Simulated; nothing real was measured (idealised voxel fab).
You're looking at the process module voxel double patterning.
150 nm wide, 5 nm square cells: that's cross-section cut.
Reading order for cross-sections: top band down to bottom band. Underlying form: a grid of square cells. Band size: one or more rows of cells.
Read a band's entry like this: the first values are the height of its top and the height of its bottom in nm, and what follows is the sequence of materials from left to right, each with its width in nm. Note that "empty" is empty space, and that a single material marked "all across" reaches across the band from edge to edge.
Heights from 0 (as-received wafer is one material below). Bottom band endless downward, as "0 -> down".
When a width is written as two numbers, as in "30..40", the first number is the width in the top row of cells of the band and the second is the width in its bottom row, and the width changes by the same amount from each row to the next.
Given "identical to before" for a step, no cell of the cross-section differs between before and after that step.
"Closed-off voids": empty spaces of 8 cells or more with no open way to the top, each given as width x height at distance, distance from the left edge, all in nm.
Formally, on a step line, whatever follows the settings is a remark that the simulator itself makes on the step.
What "overlay nm" on a step's line means: if the step has a mask, that mask lay this far to the right of its planned place, or, when the value is negative, to the left.

### Planned process steps
1) RECEIVE: material Si
2) CONFORMAL_DEP: material SiN, thk nm 5
3) DIRECTIONAL_DEP: material SiO2, thk nm 15
4) DIRECTIONAL_DEP: material SiCN, thk nm 10
5) PATTERN: tone open, mask id FIRST, material resist, width nm 15, pitch nm 50, thk nm 20, overlay nm 0
6) DIRECTIONAL_ETCH: etch materials SiCN, depth nm 10
7) STRIP: etch materials resist
8) MASKED_ETCH: tone open, mask id SECOND, width nm 15, etch materials SiCN, depth nm 10, overlay nm -15
9) DIRECTIONAL_ETCH: etch materials SiO2, depth nm 15
10) STRIP: etch materials SiCN
Where the wafers of this document differ is in the overlay nm of step 8; they start out the same, and the plan states the value that applied to the first wafer.

### Step 1 complete: as-received cross-section of the first of several wafers
  0 -> down: Si all across
  Closed-off voids: none

### Post step 10, the closing step of the module: first of several wafers, cross-sectioned
  20 -> 5: SiO2: 40, then empty: 25, then SiO2: 25, then empty: 15, then SiO2: 45
  5 -> 0: SiN all across
  0 -> down: Si all across
  Closed-off voids: none

### Cross-section of the last wafer at end of module
  20 -> 5: SiO2: 40, then empty: 15, then SiO2: 25, then empty: 25, then SiO2: 45
  5 -> 0: SiN all across
  0 -> down: Si all across
  Closed-off voids: none

### Per-wafer rows below. For each material: cells gained (+) or lost (-) since the wafer was received, as of end of module. Then: closed voids
overlay nm -15 | +30 SiN | +66 SiO2 | Closed-off voids: none
overlay nm -10 | +30 SiN | +63 SiO2 | Closed-off voids: none
overlay nm -5 | +30 SiN | +63 SiO2 | Closed-off voids: none
overlay nm 0 | +30 SiN | +63 SiO2 | Closed-off voids: none
overlay nm 5 | +30 SiN | +63 SiO2 | Closed-off voids: none
overlay nm 10 | +30 SiN | +63 SiO2 | Closed-off voids: none
overlay nm 15 | +30 SiN | +66 SiO2 | Closed-off voids: none
